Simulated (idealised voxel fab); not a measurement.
The document below concerns the process module designated voxel transistor to metal.
The cross-section shown here is cut; it is 280 nm wide and divided into square cells measuring 5 nm on a side.
How to read a cross-section here: the picture is a grid of square cells, written as bands going from the top down, and any band can span one or more rows of cells. The band entry comprises the height of the band's top followed by the height of its bottom, expressed in nm, and subsequently the band's materials from left to right, each stated together with its width in nm. Where a single material is marked with the word "full width", that material fills the band from edge to edge. The word "empty" represents empty space. Height reference: 0 = level under which incoming wafer is all one material. Lowest band: no bottom, runs on downward, e.g. "0 -> down". Read "30..40" as a graded width: first number on top, second number at the bottom, same change between each pair of neighbouring rows. "all unchanged" -> step changed no cross-section cell. The entry "Voids, sealed" lists the empty spaces that cover at least 8 cells and have no open path to the top. Each is written as width x height at distance, where the distance is measured from the left edge and all three values are in nm. If you see something after the settings on a step's line, that's the simulator's own remark about that step. What "overlay nm" on a step's line means: if the step has a mask, that mask lay this far to the right of its planned place, or, when the value is negative, to the left. If you're wondering how to read the rest of this, here's the deal. It's pairs of cross-sections: one from before a process step, one from after it. The after one is only drawn as far down as the lowest band that changed. Right under each pair you'll see which step sits between them and what its settings were. Don't read the pairs as one continuous story, though. They can come from different runs of this module on the same starting wafer, and a pair only carries on from the one above it where its entry headed "Preceding state" says so.
Preceding state
    55 -> 45 = Ru full width
    45 -> 40 = TiN 35 nm  Ru 25 nm  TiN 35 nm  Ru 25 nm  TiN 40 nm  Ru 25 nm  TiN 35 nm  Ru 25 nm  TiN 35 nm
    40 -> 30 = SiO2 30 nm  TiN 5 nm  Ru 25..20 nm  TiN 5..10 nm  SiO2 25 nm  TiN 5..10 nm  Ru 25..20 nm  TiN 5 nm  SiO2 30 nm  TiN 5 nm  Ru 25..20 nm  TiN 5..10 nm  SiO2 25 nm  TiN 5..10 nm  Ru 25..20 nm  TiN 5 nm  SiO2 30 nm
    30 -> 15 = SiO2 30 nm  TiN 5 nm  Ru 20 nm  TiN 5 nm  SiN 5 nm  SiO2 5 nm  SiCN 15 nm  SiO2 5 nm  SiN 5 nm  TiN 5 nm  Ru 20 nm  TiN 5 nm  SiO2 30 nm  TiN 5 nm  Ru 20 nm  TiN 5 nm  SiN 5 nm  SiO2 5 nm  SiCN 15 nm  SiO2 5 nm  SiN 5 nm  TiN 5 nm  Ru 20 nm  TiN 5 nm  SiO2 30 nm
    15 -> 5 = SiO2 30 nm  TiN 5 nm  Ru 20..5 nm  TiN 5..20 nm  SiN 5 nm  SiO2 5 nm  polySi 15 nm  SiO2 5 nm  SiN 5 nm  TiN 5..20 nm  Ru 20..5 nm  TiN 5 nm  SiO2 30 nm  TiN 5 nm  Ru 20..5 nm  TiN 5..20 nm  SiN 5 nm  SiO2 5 nm  polySi 15 nm  SiO2 5 nm  SiN 5 nm  TiN 5..20 nm  Ru 20..5 nm  TiN 5 nm  SiO2 30 nm
    5 -> 0 = SiO2 30 nm  TiN 5 nm  Ru 5 nm  TiN 5 nm  pSi 15 nm  SiN 5 nm  SiO2 5 nm  polySi 15 nm  SiO2 5 nm  SiN 5 nm  pSi 15 nm  TiN 5 nm  Ru 5 nm  TiN 5 nm  SiO2 30 nm  TiN 5 nm  Ru 5 nm  TiN 5 nm  pSi 15 nm  SiN 5 nm  SiO2 5 nm  polySi 15 nm  SiO2 5 nm  SiN 5 nm  pSi 15 nm  TiN 5 nm  Ru 5 nm  TiN 5 nm  SiO2 30 nm
    0 -> -5 = SiO2 25 nm  SiN 5 nm  TiN 15 nm  pSi 15 nm  SiN 5 nm  SiO2 5 nm  polySi 15 nm  SiO2 5 nm  SiN 5 nm  pSi 15 nm  TiN 15 nm  SiN 5 nm  SiO2 20 nm  SiN 5 nm  TiN 15 nm  pSi 15 nm  SiN 5 nm  SiO2 5 nm  polySi 15 nm  SiO2 5 nm  SiN 5 nm  pSi 15 nm  TiN 15 nm  SiN 5 nm  SiO2 25 nm
    -5 -> -10 = SiO2 30 nm  pSi 30 nm  SiO2 35 nm  pSi 30 nm  SiO2 30 nm  pSi 30 nm  SiO2 35 nm  pSi 30 nm  SiO2 30 nm
    -10 -> -20 = SiO2 30 nm  pSi 30 nm  Si 35 nm  pSi 30 nm  SiO2 30 nm  pSi 30 nm  Si 35 nm  pSi 30 nm  SiO2 30 nm
    -20 -> -40 = SiO2 30 nm  Si 95 nm  SiO2 30 nm  Si 95 nm  SiO2 30 nm
    -40 -> down = Si full width
    Voids, sealed: none
Post-Step Cross-Section
    40 -> 30 = SiO2 30 nm  TiN 5 nm  Ru 25..20 nm  TiN 5..10 nm  SiO2 25 nm  TiN 5..10 nm  Ru 25..20 nm  TiN 5 nm  SiO2 30 nm  TiN 5 nm  Ru 25..20 nm  TiN 5..10 nm  SiO2 25 nm  TiN 5..10 nm  Ru 25..20 nm  TiN 5 nm  SiO2 30 nm
    Unchanged below 30.
    Voids, sealed: none
Before/after cross-sections above; step in between: CMP: height nm 40
Preceding state: unchanged from the after cross-section in the pair immediately above; refer to that figure.
Post-Step Cross-Section
    45 -> 40 = TiN full width
    Unchanged below 40.
    Voids, sealed: none
Before/after cross-sections above; step in between: DIRECTIONAL_DEP: material TiN, thk nm 5
Preceding state: unchanged from the after cross-section in the pair immediately above; refer to that figure.
Post-Step Cross-Section
    65 -> 45 = W full width
    Unchanged below 45.
    Voids, sealed: none
Before/after cross-sections above; step in between: DIRECTIONAL_DEP: material W, thk nm 20
Preceding state: unchanged from the after cross-section in the pair immediately above; refer to that figure.
Post-Step Cross-Section
    65 -> 45 = empty 30 nm  W 20 nm  empty 55 nm  W 20 nm  empty 30 nm  W 20 nm  empty 55 nm  W 20 nm  empty 30 nm
    Unchanged below 45.
    Voids, sealed: none
Before/after cross-sections above; step in between: MASKED_ETCH: tone cover, mask id METAL_1, width nm 20, etch materials W, depth nm 20, overlay nm 0
Preceding state: unchanged from the after cross-section in the pair immediately above; refer to that figure.
Post-Step Cross-Section
    65 -> 45 = empty 30 nm  W 20 nm  empty 55 nm  W 20 nm  empty 30 nm  W 20 nm  empty 55 nm  W 20 nm  empty 30 nm
    45 -> 40 = empty 30 nm  TiN 20 nm  empty 55 nm  TiN 20 nm  empty 30 nm  TiN 20 nm  empty 55 nm  TiN 20 nm  empty 30 nm
    Unchanged below 40.
    Voids, sealed: none
Before/after cross-sections above; step in between: MASKED_ETCH: tone cover, mask id METAL_1, width nm 20, etch materials TiN, depth nm 5, overlay nm 0
Preceding state: unchanged from the after cross-section in the pair immediately above; refer to that figure.
Post-Step Cross-Section
    70 -> 65 = lowk full width
    65 -> 45 = lowk 30 nm  W 20 nm  lowk 55 nm  W 20 nm  lowk 30 nm  W 20 nm  lowk 55 nm  W 20 nm  lowk 30 nm
    45 -> 40 = lowk 30 nm  TiN 20 nm  lowk 55 nm  TiN 20 nm  lowk 30 nm  TiN 20 nm  lowk 55 nm  TiN 20 nm  lowk 30 nm
    Unchanged below 40.
    Voids, sealed: none
Before/after cross-sections above; step in between: FILL_DEP: material lowk, thk nm 5
Preceding state: unchanged from the after cross-section in the pair immediately above; refer to that figure.
Post-Step Cross-Section
    65 -> 45 = lowk 30 nm  W 20 nm  lowk 55 nm  W 20 nm  lowk 30 nm  W 20 nm  lowk 55 nm  W 20 nm  lowk 30 nm
    Unchanged below 45.
    Voids, sealed: none
Before/after cross-sections above; step in between: CMP: height nm 65
Preceding state: unchanged from the after cross-section in the pair immediately above; refer to that figure.
Post-Step Cross-Section
    70 -> 65 = SiN full width
    Unchanged below 65.
    Voids, sealed: none
Before/after cross-sections above; step in between: CONFORMAL_DEP: material SiN, thk nm 5
Preceding state
    30 -> 15 = empty 65 nm  SiO2 5 nm  SiCN 15 nm  SiO2 5 nm  empty 100 nm  SiO2 5 nm  SiCN 15 nm  SiO2 5 nm  empty 65 nm
    15 -> 0 = empty 65 nm  SiO2 5 nm  polySi 15 nm  SiO2 5 nm  empty 100 nm  SiO2 5 nm  polySi 15 nm  SiO2 5 nm  empty 65 nm
    0 -> -5 = SiO2 25 nm  empty 40 nm  SiO2 5 nm  polySi 15 nm  SiO2 5 nm  empty 40 nm  SiO2 20 nm  empty 40 nm  SiO2 5 nm  polySi 15 nm  SiO2 5 nm  empty 40 nm  SiO2 25 nm
    -5 -> -10 = SiO2 full width
    -10 -> -40 = SiO2 30 nm  Si 95 nm  SiO2 30 nm  Si 95 nm  SiO2 30 nm
    -40 -> down = Si full width
    Voids, sealed: none
Post-Step Cross-Section
    30 -> 25 = empty 70 nm  SiCN 15 nm  empty 110 nm  SiCN 15 nm  empty 70 nm
    25 -> 15 = empty 65 nm  SiO2 5 nm  SiCN 15 nm  SiO2 5 nm  empty 100 nm  SiO2 5 nm  SiCN 15 nm  SiO2 5 nm  empty 65 nm
    15 -> -5 = empty 65 nm  SiO2 5 nm  polySi 15 nm  SiO2 5 nm  empty 100 nm  SiO2 5 nm  polySi 15 nm  SiO2 5 nm  empty 65 nm
    -5 -> -10 = SiO2 25 nm  empty 40 nm  SiO2 25 nm  empty 40 nm  SiO2 20 nm  empty 40 nm  SiO2 25 nm  empty 40 nm  SiO2 25 nm
    Unchanged below -10.
    Voids, sealed: none
Before/after cross-sections above; step in between: DIRECTIONAL_ETCH: etch materials SiO2, depth nm 5
Preceding state: unchanged from the after cross-section in the pair immediately above; refer to that figure.
Post-Step Cross-Section
    30 -> 25 = empty 70 nm  SiCN 15 nm  empty 110 nm  SiCN 15 nm  empty 70 nm
    25 -> 15 = empty 65 nm  SiO2 5 nm  SiCN 15 nm  SiO2 5 nm  empty 100 nm  SiO2 5 nm  SiCN 15 nm  SiO2 5 nm  empty 65 nm
    15 -> -5 = empty 65 nm  SiO2 5 nm  polySi 15 nm  SiO2 5 nm  empty 100 nm  SiO2 5 nm  polySi 15 nm  SiO2 5 nm  empty 65 nm
    -5 -> -10 = SiO2 25 nm  empty 40 nm  SiO2 25 nm  empty 40 nm  SiO2 20 nm  empty 40 nm  SiO2 25 nm  empty 40 nm  SiO2 25 nm
    -10 -> -20 = SiO2 30 nm  empty 35 nm  Si 25 nm  empty 35 nm  SiO2 30 nm  empty 35 nm  Si 25 nm  empty 35 nm  SiO2 30 nm
    Unchanged below -20.
    Voids, sealed: none
Before/after cross-sections above; step in between: DIRECTIONAL_ETCH: etch materials Si, depth nm 10
Preceding state: unchanged from the after cross-section in the pair immediately above; refer to that figure.
Post-Step Cross-Section
    30 -> 25 = empty 70 nm  SiCN 15 nm  empty 110 nm  SiCN 15 nm  empty 70 nm
    25 -> 15 = empty 65 nm  SiO2 5 nm  SiCN 15 nm  SiO2 5 nm  empty 100 nm  SiO2 5 nm  SiCN 15 nm  SiO2 5 nm  empty 65 nm
    15 -> 5 = empty 65 nm  SiO2 5 nm  polySi 15 nm  SiO2 5 nm  empty 100 nm  SiO2 5 nm  polySi 15 nm  SiO2 5 nm  empty 65 nm
    5 -> -5 = empty 50 nm  pSi 15 nm  SiO2 5 nm  polySi 15 nm  SiO2 5 nm  pSi 15 nm  empty 70 nm  pSi 15 nm  SiO2 5 nm  polySi 15 nm  SiO2 5 nm  pSi 15 nm  empty 50 nm
    -5 -> -10 = SiO2 25 nm  pSi 40 nm  SiO2 25 nm  pSi 40 nm  SiO2 20 nm  pSi 40 nm  SiO2 25 nm  pSi 40 nm  SiO2 25 nm
    -10 -> -20 = SiO2 30 nm  pSi 35 nm  Si 25 nm  pSi 35 nm  SiO2 30 nm  pSi 35 nm  Si 25 nm  pSi 35 nm  SiO2 30 nm
    Unchanged below -20.
    Voids, sealed: none
Before/after cross-sections above; step in between: EPI: material pSi, thk nm 15
Preceding state: unchanged from the after cross-section in the pair immediately above; refer to that figure.
Post-Step Cross-Section
    35 -> 30 = SiO2 full width
    30 -> 15 = SiO2 70 nm  SiCN 15 nm  SiO2 110 nm  SiCN 15 nm  SiO2 70 nm
    15 -> 5 = SiO2 70 nm  polySi 15 nm  SiO2 110 nm  polySi 15 nm  SiO2 70 nm
    5 -> -5 = SiO2 50 nm  pSi 15 nm  SiO2 5 nm  polySi 15 nm  SiO2 5 nm  pSi 15 nm  SiO2 70 nm  pSi 15 nm  SiO2 5 nm  polySi 15 nm  SiO2 5 nm  pSi 15 nm  SiO2 50 nm
    Unchanged below -5.
    Voids, sealed: none
Before/after cross-sections above; step in between: FILL_DEP: material SiO2, thk nm 5
Preceding state: unchanged from the after cross-section in the pair immediately above; refer to that figure.
Post-Step Cross-Section
    30 -> 15 = SiO2 70 nm  SiCN 15 nm  SiO2 110 nm  SiCN 15 nm  SiO2 70 nm
    Unchanged below 15.
    Voids, sealed: none
Before/after cross-sections above; step in between: CMP: height nm 30
Preceding state: unchanged from the after cross-section in the pair immediately above; refer to that figure.
Post-Step Cross-Section
    40 -> 30 = SiO2 full width
    Unchanged below 30.
    Voids, sealed: none
Before/after cross-sections above; step in between: DIRECTIONAL_DEP: material SiO2, thk nm 10
Preceding state: unchanged from the after cross-section in the pair immediately above; refer to that figure.
Post-Step Cross-Section
    40 -> 30 = SiO2 30 nm  empty 35 nm  SiO2 25 nm  empty 35 nm  SiO2 30 nm  empty 35 nm  SiO2 25 nm  empty 35 nm  SiO2 30 nm
    30 -> 15 = SiO2 30 nm  empty 35 nm  SiO2 5 nm  SiCN 15 nm  SiO2 5 nm  empty 35 nm  SiO2 30 nm  empty 35 nm  SiO2 5 nm  SiCN 15 nm  SiO2 5 nm  empty 35 nm  SiO2 30 nm
    15 -> 5 = SiO2 30 nm  empty 35 nm  SiO2 5 nm  polySi 15 nm  SiO2 5 nm  empty 35 nm  SiO2 30 nm  empty 35 nm  SiO2 5 nm  polySi 15 nm  SiO2 5 nm  empty 35 nm  SiO2 30 nm
    5 -> -5 = SiO2 30 nm  empty 20 nm  pSi 15 nm  SiO2 5 nm  polySi 15 nm  SiO2 5 nm  pSi 15 nm  empty 20 nm  SiO2 30 nm  empty 20 nm  pSi 15 nm  SiO2 5 nm  polySi 15 nm  SiO2 5 nm  pSi 15 nm  empty 20 nm  SiO2 30 nm
    Unchanged below -5.
    Voids, sealed: none
Before/after cross-sections above; step in between: MASKED_ETCH: tone open, mask id CONTACT, width nm 35, etch materials SiO2, depth nm 45, overlay nm 0
Preceding state: unchanged from the after cross-section in the pair immediately above; refer to that figure.
Post-Step Cross-Section
    45 -> 40 = TiN 35 nm  empty 25 nm  TiN 35 nm  empty 25 nm  TiN 40 nm  empty 25 nm  TiN 35 nm  empty 25 nm  TiN 35 nm
    40 -> 30 = SiO2 30 nm  TiN 5 nm  empty 25 nm  TiN 5 nm  SiO2 25 nm  TiN 5 nm  empty 25 nm  TiN 5 nm  SiO2 30 nm  TiN 5 nm  empty 25 nm  TiN 5 nm  SiO2 25 nm  TiN 5 nm  empty 25 nm  TiN 5 nm  SiO2 30 nm
    30 -> 15 = SiO2 30 nm  TiN 5 nm  empty 25 nm  TiN 5 nm  SiO2 5 nm  SiCN 15 nm  SiO2 5 nm  TiN 5 nm  empty 25 nm  TiN 5 nm  SiO2 30 nm  TiN 5 nm  empty 25 nm  TiN 5 nm  SiO2 5 nm  SiCN 15 nm  SiO2 5 nm  TiN 5 nm  empty 25 nm  TiN 5 nm  SiO2 30 nm
    15 -> 5 = SiO2 30 nm  TiN 5 nm  empty 25..10 nm  TiN 5..20 nm  SiO2 5 nm  polySi 15 nm  SiO2 5 nm  TiN 5..20 nm  empty 25..10 nm  TiN 5 nm  SiO2 30 nm  TiN 5 nm  empty 25..10 nm  TiN 5..20 nm  SiO2 5 nm  polySi 15 nm  SiO2 5 nm  TiN 5..20 nm  empty 25..10 nm  TiN 5 nm  SiO2 30 nm
    5 -> 0 = SiO2 30 nm  TiN 5 nm  empty 10 nm  TiN 5 nm  pSi 15 nm  SiO2 5 nm  polySi 15 nm  SiO2 5 nm  pSi 15 nm  TiN 5 nm  empty 10 nm  TiN 5 nm  SiO2 30 nm  TiN 5 nm  empty 10 nm  TiN 5 nm  pSi 15 nm  SiO2 5 nm  polySi 15 nm  SiO2 5 nm  pSi 15 nm  TiN 5 nm  empty 10 nm  TiN 5 nm  SiO2 30 nm
    0 -> -5 = SiO2 30 nm  TiN 20 nm  pSi 15 nm  SiO2 5 nm  polySi 15 nm  SiO2 5 nm  pSi 15 nm  TiN 20 nm  SiO2 30 nm  TiN 20 nm  pSi 15 nm  SiO2 5 nm  polySi 15 nm  SiO2 5 nm  pSi 15 nm  TiN 20 nm  SiO2 30 nm
    Unchanged below -5.
    Voids, sealed: none
Before/after cross-sections above; step in between: CONFORMAL_DEP: material TiN, thk nm 5
Preceding state: unchanged from the after cross-section in the pair immediately above; refer to that figure.
Post-Step Cross-Section
    55 -> 45 = Ru full width
    45 -> 40 = TiN 35 nm  Ru 25 nm  TiN 35 nm  Ru 25 nm  TiN 40 nm  Ru 25 nm  TiN 35 nm  Ru 25 nm  TiN 35 nm
    40 -> 30 = SiO2 30 nm  TiN 5 nm  Ru 25 nm  TiN 5 nm  SiO2 25 nm  TiN 5 nm  Ru 25 nm  TiN 5 nm  SiO2 30 nm  TiN 5 nm  Ru 25 nm  TiN 5 nm  SiO2 25 nm  TiN 5 nm  Ru 25 nm  TiN 5 nm  SiO2 30 nm
    30 -> 15 = SiO2 30 nm  TiN 5 nm  Ru 25 nm  TiN 5 nm  SiO2 5 nm  SiCN 15 nm  SiO2 5 nm  TiN 5 nm  Ru 25 nm  TiN 5 nm  SiO2 30 nm  TiN 5 nm  Ru 25 nm  TiN 5 nm  SiO2 5 nm  SiCN 15 nm  SiO2 5 nm  TiN 5 nm  Ru 25 nm  TiN 5 nm  SiO2 30 nm
    15 -> 5 = SiO2 30 nm  TiN 5 nm  Ru 25..10 nm  TiN 5..20 nm  SiO2 5 nm  polySi 15 nm  SiO2 5 nm  TiN 5..20 nm  Ru 25..10 nm  TiN 5 nm  SiO2 30 nm  TiN 5 nm  Ru 25..10 nm  TiN 5..20 nm  SiO2 5 nm  polySi 15 nm  SiO2 5 nm  TiN 5..20 nm  Ru 25..10 nm  TiN 5 nm  SiO2 30 nm
    5 -> 0 = SiO2 30 nm  TiN 5 nm  Ru 10 nm  TiN 5 nm  pSi 15 nm  SiO2 5 nm  polySi 15 nm  SiO2 5 nm  pSi 15 nm  TiN 5 nm  Ru 10 nm  TiN 5 nm  SiO2 30 nm  TiN 5 nm  Ru 10 nm  TiN 5 nm  pSi 15 nm  SiO2 5 nm  polySi 15 nm  SiO2 5 nm  pSi 15 nm  TiN 5 nm  Ru 10 nm  TiN 5 nm  SiO2 30 nm
    Unchanged below 0.
    Voids, sealed: none
Before/after cross-sections above; step in between: FILL_DEP: material Ru, thk nm 10
Preceding state: unchanged from the after cross-section in the pair immediately above; refer to that figure.
Post-Step Cross-Section
    40 -> 30 = SiO2 30 nm  TiN 5 nm  Ru 25 nm  TiN 5 nm  SiO2 25 nm  TiN 5 nm  Ru 25 nm  TiN 5 nm  SiO2 30 nm  TiN 5 nm  Ru 25 nm  TiN 5 nm  SiO2 25 nm  TiN 5 nm  Ru 25 nm  TiN 5 nm  SiO2 30 nm
    Unchanged below 30.
    Voids, sealed: none
Before/after cross-sections above; step in between: CMP: height nm 40
Preceding state: unchanged from the after cross-section in the pair immediately above; refer to that figure.
Post-Step Cross-Section
    45 -> 40 = TiN full width
    Unchanged below 40.
    Voids, sealed: none
Before/after cross-sections above; step in between: DIRECTIONAL_DEP: material TiN, thk nm 5
Preceding state: unchanged from the after cross-section in the pair immediately above; refer to that figure.
Post-Step Cross-Section
    65 -> 45 = W full width
    Unchanged below 45.
    Voids, sealed: none
Before/after cross-sections above; step in between: DIRECTIONAL_DEP: material W, thk nm 20
Preceding state: unchanged from the after cross-section in the pair immediately above; refer to that figure.
Post-Step Cross-Section
    65 -> 45 = empty 30 nm  W 20 nm  empty 55 nm  W 20 nm  empty 30 nm  W 20 nm  empty 55 nm  W 20 nm  empty 30 nm
    Unchanged below 45.
    Voids, sealed: none
Before/after cross-sections above; step in between: MASKED_ETCH: tone cover, mask id METAL_1, width nm 20, etch materials W, depth nm 20, overlay nm 0
Preceding state: unchanged from the after cross-section in the pair immediately above; refer to that figure.
Post-Step Cross-Section
    65 -> 45 = empty 30 nm  W 20 nm  empty 55 nm  W 20 nm  empty 30 nm  W 20 nm  empty 55 nm  W 20 nm  empty 30 nm
    45 -> 40 = empty 30 nm  TiN 20 nm  empty 55 nm  TiN 20 nm  empty 30 nm  TiN 20 nm  empty 55 nm  TiN 20 nm  empty 30 nm
    Unchanged below 40.
    Voids, sealed: none
Before/after cross-sections above; step in between: MASKED_ETCH: tone cover, mask id METAL_1, width nm 20, etch materials TiN, depth nm 5, overlay nm 0
Preceding state: unchanged from the after cross-section in the pair immediately above; refer to that figure.
Post-Step Cross-Section
    70 -> 65 = lowk full width
    65 -> 45 = lowk 30 nm  W 20 nm  lowk 55 nm  W 20 nm  lowk 30 nm  W 20 nm  lowk 55 nm  W 20 nm  lowk 30 nm
    45 -> 40 = lowk 30 nm  TiN 20 nm  lowk 55 nm  TiN 20 nm  lowk 30 nm  TiN 20 nm  lowk 55 nm  TiN 20 nm  lowk 30 nm
    Unchanged below 40.
    Voids, sealed: none
Before/after cross-sections above; step in between: FILL_DEP: material lowk, thk nm 5
Preceding state: unchanged from the after cross-section in the pair immediately above; refer to that figure.
Post-Step Cross-Section
    65 -> 45 = lowk 30 nm  W 20 nm  lowk 55 nm  W 20 nm  lowk 30 nm  W 20 nm  lowk 55 nm  W 20 nm  lowk 30 nm
    Unchanged below 45.
    Voids, sealed: none
Before/after cross-sections above; step in between: CMP: height nm 65
Preceding state: unchanged from the after cross-section in the pair immediately above; refer to that figure.
Post-Step Cross-Section
    70 -> 65 = SiN full width
    Unchanged below 65.
    Voids, sealed: none
Before/after cross-sections above; step in between: CONFORMAL_DEP: material SiN, thk nm 5
Preceding state
    25 -> 10 = empty 25 nm  resist 105 nm  empty 20 nm  resist 105 nm  empty 25 nm
    10 -> 0 = empty 25 nm  SiN 105 nm  empty 20 nm  SiN 105 nm  empty 25 nm
    0 -> -5 = empty 25 nm  SiO2 105 nm  empty 20 nm  SiO2 105 nm  empty 25 nm
    -5 -> -35 = empty 25 nm  Si 105 nm  empty 20 nm  Si 105 nm  empty 25 nm
    -35 -> down = Si full width
    Voids, sealed: none
Post-Step Cross-Section
    25 -> 10 = empty 25 nm  resist 105 nm  empty 20 nm  resist 105 nm  empty 25 nm
    10 -> 0 = empty 25 nm  SiN 105 nm  empty 20 nm  SiN 105 nm  empty 25 nm
    0 -> -5 = empty 25 nm  SiO2 105 nm  empty 20 nm  SiO2 105 nm  empty 25 nm
    -5 -> -65 = empty 25 nm  Si 105 nm  empty 20 nm  Si 105 nm  empty 25 nm
    Unchanged below -65.
    Voids, sealed: none
Before/after cross-sections above; step in between: DIRECTIONAL_ETCH: etch materials Si, depth nm 30
Preceding state: unchanged from the after cross-section in the pair immediately above; refer to that figure.
Post-Step Cross-Section
    10 -> 0 = empty 25 nm  SiN 105 nm  empty 20 nm  SiN 105 nm  empty 25 nm
    Unchanged below 0.
    Voids, sealed: none
Before/after cross-sections above; step in between: STRIP: etch materials resist
Preceding state: unchanged from the after cross-section in the pair immediately above; refer to that figure.
Post-Step Cross-Section
    10 -> 0 = empty 25 nm  SiN 105 nm  empty 20 nm  SiN 105 nm  empty 25 nm
    0 -> -5 = empty 25 nm  SiO2 105 nm  empty 20 nm  SiO2 105 nm  empty 25 nm
    -5 -> -65 = empty 25 nm  SiO2 5 nm  Si 95 nm  SiO2 5 nm  empty 20 nm  SiO2 5 nm  Si 95 nm  SiO2 5 nm  empty 25 nm
    -65 -> -70 = SiO2 30 nm  Si 95 nm  SiO2 30 nm  Si 95 nm  SiO2 30 nm
    Unchanged below -70.
    Voids, sealed: none
Before/after cross-sections above; step in between: OXIDIZE: depth nm 5
Preceding state: unchanged from the after cross-section in the pair immediately above; refer to that figure.
Post-Step Cross-Section
    25 -> 10 = SiO2 full width
    10 -> 0 = SiO2 25 nm  SiN 105 nm  SiO2 20 nm  SiN 105 nm  SiO2 25 nm
    0 -> -5 = SiO2 full width
    -5 -> -70 = SiO2 30 nm  Si 95 nm  SiO2 30 nm  Si 95 nm  SiO2 30 nm
    Unchanged below -70.
    Voids, sealed: none
Before/after cross-sections above; step in between: FILL_DEP: material SiO2, thk nm 15
Preceding state: unchanged from the after cross-section in the pair immediately above; refer to that figure.
Post-Step Cross-Section
    10 -> 0 = SiO2 25 nm  SiN 105 nm  SiO2 20 nm  SiN 105 nm  SiO2 25 nm
    Unchanged below 0.
    Voids, sealed: none
Before/after cross-sections above; step in between: CMP: height nm 10
Preceding state: unchanged from the after cross-section in the pair immediately above; refer to that figure.
Post-Step Cross-Section
    10 -> 5 = empty 25 nm  SiN 105 nm  empty 20 nm  SiN 105 nm  empty 25 nm
    Unchanged below 5.
    Voids, sealed: none
Before/after cross-sections above; step in between: SELECTIVE_ETCH: etch materials SiO2, depth nm 5
Preceding state: unchanged from the after cross-section in the pair immediately above; refer to that figure.
Post-Step Cross-Section
    5 -> 0 = SiO2 25 nm  empty 105 nm  SiO2 20 nm  empty 105 nm  SiO2 25 nm
    Unchanged below 0.
    Voids, sealed: none
Before/after cross-sections above; step in between: STRIP: etch materials SiN
Preceding state: unchanged from the after cross-section in the pair immediately above; refer to that figure.
Post-Step Cross-Section
    0 -> -5 = SiO2 20 nm  empty 115 nm  SiO2 10 nm  empty 115 nm  SiO2 20 nm
    Unchanged below -5.
    Voids, sealed: none
Before/after cross-sections above; step in between: SELECTIVE_ETCH: etch materials SiO2, depth nm 5
Preceding state: unchanged from the after cross-section in the pair immediately above; refer to that figure.
Post-Step Cross-Section
    0 -> -5 = SiO2 20 nm  empty 115 nm  SiO2 10 nm  empty 115 nm  SiO2 20 nm
    -5 -> -10 = SiO2 full width
    Unchanged below -10.
    Voids, sealed: none
Before/after cross-sections above; step in between: OXIDIZE: depth nm 5
Preceding state: unchanged from the after cross-section in the pair immediately above; refer to that figure.
Post-Step Cross-Section
    20 -> 15 = polySi 20 nm  empty 115 nm  polySi 10 nm  empty 115 nm  polySi 20 nm
    15 -> 0 = polySi full width
    0 -> -5 = SiO2 20 nm  polySi 115 nm  SiO2 10 nm  polySi 115 nm  SiO2 20 nm
    Unchanged below -5.
    Voids, sealed: none
Before/after cross-sections above; step in between: DIRECTIONAL_DEP: material polySi, thk nm 20
Preceding state: unchanged from the after cross-section in the pair immediately above; refer to that figure.
Post-Step Cross-Section
    35 -> 30 = SiCN 20 nm  empty 115 nm  SiCN 10 nm  empty 115 nm  SiCN 20 nm
    30 -> 20 = SiCN full width
    20 -> 15 = polySi 20 nm  SiCN 115 nm  polySi 10 nm  SiCN 115 nm  polySi 20 nm
    Unchanged below 15.
    Voids, sealed: none
Before/after cross-sections above; step in between: DIRECTIONAL_DEP: material SiCN, thk nm 15
Preceding state: unchanged from the after cross-section in the pair immediately above; refer to that figure.
Post-Step Cross-Section
    50 -> 45 = aC 20 nm  empty 115 nm  aC 10 nm  empty 115 nm  aC 20 nm
    45 -> 35 = aC full width
    35 -> 30 = SiCN 20 nm  aC 115 nm  SiCN 10 nm  aC 115 nm  SiCN 20 nm
    Unchanged below 30.
    Voids, sealed: none
Before/after cross-sections above; step in between: DIRECTIONAL_DEP: material aC, thk nm 15
Preceding state: unchanged from the after cross-section in the pair immediately above; refer to that figure.
Post-Step Cross-Section
    80 -> 50 = empty 70 nm  resist 15 nm  empty 110 nm  resist 15 nm  empty 70 nm
    50 -> 45 = aC 20 nm  empty 50 nm  resist 15 nm  empty 50 nm  aC 10 nm  empty 50 nm  resist 15 nm  empty 50 nm  aC 20 nm
    Unchanged below 45.
    Voids, sealed: none
Before/after cross-sections above; step in between: PATTERN: tone cover, mask id GATE, material resist, width nm 15, pitch nm 125, thk nm 30, overlay nm 0
Preceding state: unchanged from the after cross-section in the pair immediately above; refer to that figure.
Post-Step Cross-Section
    65 -> 45 = empty 70 nm  resist 15 nm  empty 110 nm  resist 15 nm  empty 70 nm
    45 -> 35 = empty 70 nm  aC 15 nm  empty 110 nm  aC 15 nm  empty 70 nm
    35 -> 30 = SiCN 20 nm  empty 50 nm  aC 15 nm  empty 50 nm  SiCN 10 nm  empty 50 nm  aC 15 nm  empty 50 nm  SiCN 20 nm
    Unchanged below 30.
    Voids, sealed: none
Before/after cross-sections above; step in between: DIRECTIONAL_ETCH: etch materials aC, depth nm 15
Preceding state: unchanged from the after cross-section in the pair immediately above; refer to that figure.
Post-Step Cross-Section
    45 -> 35 = empty 70 nm  aC 15 nm  empty 110 nm  aC 15 nm  empty 70 nm
    Unchanged below 35.
    Voids, sealed: none
Before/after cross-sections above; step in between: STRIP: etch materials resist
Preceding state: unchanged from the after cross-section in the pair immediately above; refer to that figure.
Post-Step Cross-Section
    45 -> 30 = empty 70 nm  aC 15 nm  empty 110 nm  aC 15 nm  empty 70 nm
    30 -> 20 = empty 70 nm  SiCN 15 nm  empty 110 nm  SiCN 15 nm  empty 70 nm
    20 -> 15 = polySi 20 nm  empty 50 nm  SiCN 15 nm  empty 50 nm  polySi 10 nm  empty 50 nm  SiCN 15 nm  empty 50 nm  polySi 20 nm
    Unchanged below 15.
    Voids, sealed: none
Before/after cross-sections above; step in between: DIRECTIONAL_ETCH: etch materials SiCN, depth nm 25
Preceding state: unchanged from the after cross-section in the pair immediately above; refer to that figure.
Post-Step Cross-Section
    45 -> 30 = empty 70 nm  aC 15 nm  empty 110 nm  aC 15 nm  empty 70 nm
    30 -> 15 = empty 70 nm  SiCN 15 nm  empty 110 nm  SiCN 15 nm  empty 70 nm
    15 -> 0 = empty 70 nm  polySi 15 nm  empty 110 nm  polySi 15 nm  empty 70 nm
    0 -> -5 = SiO2 20 nm  empty 50 nm  polySi 15 nm  empty 50 nm  SiO2 10 nm  empty 50 nm  polySi 15 nm  empty 50 nm  SiO2 20 nm
    Unchanged below -5.
    Voids, sealed: none
Before/after cross-sections above; step in between: DIRECTIONAL_ETCH: etch materials polySi, depth nm 30
Preceding state: unchanged from the after cross-section in the pair immediately above; refer to that figure.
Post-Step Cross-Section
    30 -> 15 = empty 70 nm  SiCN 15 nm  empty 110 nm  SiCN 15 nm  empty 70 nm
    Unchanged below 15.
    Voids, sealed: none
Before/after cross-sections above; step in between: STRIP: etch materials aC
